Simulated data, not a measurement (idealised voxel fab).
Proc. module: voxel capacitor over wiring
Cross-section cut spans 245 nm and uses square cells 5 nm in size.
Throughout this document, each cross-section is represented as a grid of square cells and is presented as a sequence of bands enumerated from the top downward, where a band comprises one or more rows of cells.
Band entry format. Leading values: height of top, height of bottom, nm. Remainder: materials in left-to-right order, each with its width in nm. Special words: "full width" on a single material, which then fills the band edge to edge; "empty", empty space.
For the purposes of this specification, 0 denotes the height below which the wafer in its as-received condition is composed wholly of one material, and the lowermost band, lacking a lower limit, extends downward without end, as expressed in "0 nm and below".
Think of "30->40" as a width that walks from the first number to the second as you go down the band, top row to bottom row, taking equal-sized steps from row to row.
Reading "remained the same" for a step: not a cell of the cross-section changed in it.
If an empty space has no open way to the top and is at least 8 cells in size, "Sealed void list" lists it, written width x height at distance, where distance is measured from the left edge and every value is in nm.
after a step's settings: what the simulator itself notes on the step
overlay nm: where the mask lay relative to plan, measured to the right, on steps with a mask; negatives go left.

# Process steps foreseen in the plan
1) RECEIVE, material Si
2) CONFORMAL_DEP, material SiO2, thk nm 15
3) DIRECTIONAL_DEP, material TiN, thk nm 5
4) DIRECTIONAL_DEP, material Ru, thk nm 15
5) DIRECTIONAL_DEP, material aC, thk nm 10
6) PATTERN, tone cover, mask id METAL_1, material resist, width nm 25, pitch nm 85, thk nm 30, overlay nm 0
7) DIRECTIONAL_ETCH, etch materials aC, depth nm 10
8) STRIP, etch materials resist
9) DIRECTIONAL_ETCH, etch materials Ru, depth nm 15
10) DIRECTIONAL_ETCH, etch materials TiN, depth nm 5
11) STRIP, etch materials aC
12) FILL_DEP, material SiO2, thk nm 5
13) CMP, height nm 35
14) CONFORMAL_DEP, material SiCN, thk nm 5
15) DIRECTIONAL_DEP, material SiO2, thk nm 20
16) PATTERN, tone open, mask id PLUG_1, material resist, width nm 15, thk nm 20, overlay nm 0
17) DIRECTIONAL_ETCH, etch materials SiO2, depth nm 20
18) DIRECTIONAL_ETCH, etch materials SiCN, depth nm 5
19) STRIP, etch materials resist
20) CONFORMAL_DEP, material TiN, thk nm 5
21) FILL_DEP, material Ru, thk nm 5
22) CMP, height nm 60
23) DIRECTIONAL_DEP, material TiN, thk nm 5
24) DIRECTIONAL_DEP, material SiN, thk nm 5
25) DIRECTIONAL_DEP, material TiN, thk nm 5
26) PATTERN, tone cover, mask id UPPER_PLATE, material resist, width nm 65, thk nm 15, overlay nm 0
27) DIRECTIONAL_ETCH, etch materials TiN, depth nm 5
28) DIRECTIONAL_ETCH, etch materials SiN, depth nm 5
29) STRIP, etch materials resist
30) MASKED_ETCH, tone cover, mask id LOWER_PLATE, width nm 75, etch materials TiN, depth nm 5, overlay nm 0
31) FILL_DEP, material SiO2, thk nm 20
32) CMP, height nm 90
33) MASKED_ETCH, tone open, mask id PLUG_2, width nm 15, etch materials SiO2, depth nm 15, overlay nm 0
34) CONFORMAL_DEP, material TiN, thk nm 5
35) FILL_DEP, material Cu, thk nm 5
36) CMP, height nm 90
37) CONFORMAL_DEP, material SiN, thk nm 5

# This is the cross-section of the wafer as we received it, i.e. after step 1
- 0 nm and below | Si full width
- Sealed void list: none

# Module complete - cross-section of the first of two wafers, run according to plan
- 95 nm to 90 nm | SiN full width
- 90 nm to 80 nm | SiO2 (85), TiN (5), Cu (5), TiN (5), SiO2 (145)
- 80 nm to 70 nm | SiO2 (85->75), TiN (15->65), SiO2 (145->105)
- 70 nm to 65 nm | SiO2 (75), SiN (65), SiO2 (105)
- 65 nm to 60 nm | SiO2 (70), TiN (75), SiO2 (100)
- 60 nm to 40 nm | SiO2 (75), TiN (5), Ru (5), TiN (5), SiO2 (155)
- 40 nm to 35 nm | SiCN (75), TiN (15), SiCN (155)
- 35 nm to 20 nm | SiO2 (65), Ru (25), SiO2 (60), Ru (25), SiO2 (70)
- 20 nm to 15 nm | SiO2 (65), TiN (25), SiO2 (60), TiN (25), SiO2 (70)
- 15 nm to 0 nm | SiO2 full width
- 0 nm and below | Si full width
- Sealed void list: none

# Cross-section of the latter of the two wafers at module completion. It had an identical start and an identical plan to the former; in running it, one mistake was made
- 95 nm to 90 nm | SiN full width
- 90 nm to 80 nm | SiO2 (85), TiN (5), Cu (5), TiN (5), SiO2 (145)
- 80 nm to 70 nm | SiO2 (85->75), TiN (15->65), SiO2 (145->105)
- 70 nm to 65 nm | SiO2 (75), SiN (65), SiO2 (105)
- 65 nm to 60 nm | SiO2 (70), TiN (75), SiO2 (100)
- 60 nm to 40 nm | TiN full width
- 40 nm to 35 nm | SiCN full width
- 35 nm to 20 nm | SiO2 (65), Ru (25), SiO2 (60), Ru (25), SiO2 (70)
- 20 nm to 15 nm | SiO2 (65), TiN (25), SiO2 (60), TiN (25), SiO2 (70)
- 15 nm to 0 nm | SiO2 full width
- 0 nm and below | Si full width
- Sealed void list: none
What broke from the plan during processing? step 15 was not run as planned; what actually ran was DIRECTIONAL_DEP, material TiN, thk nm 20
Final comparison by cell count, materials where the second wafer has more or fewer than the first: 4 fewer of Ru | 3 more of SiCN | 184 fewer of SiO2 | 185 more of TiN
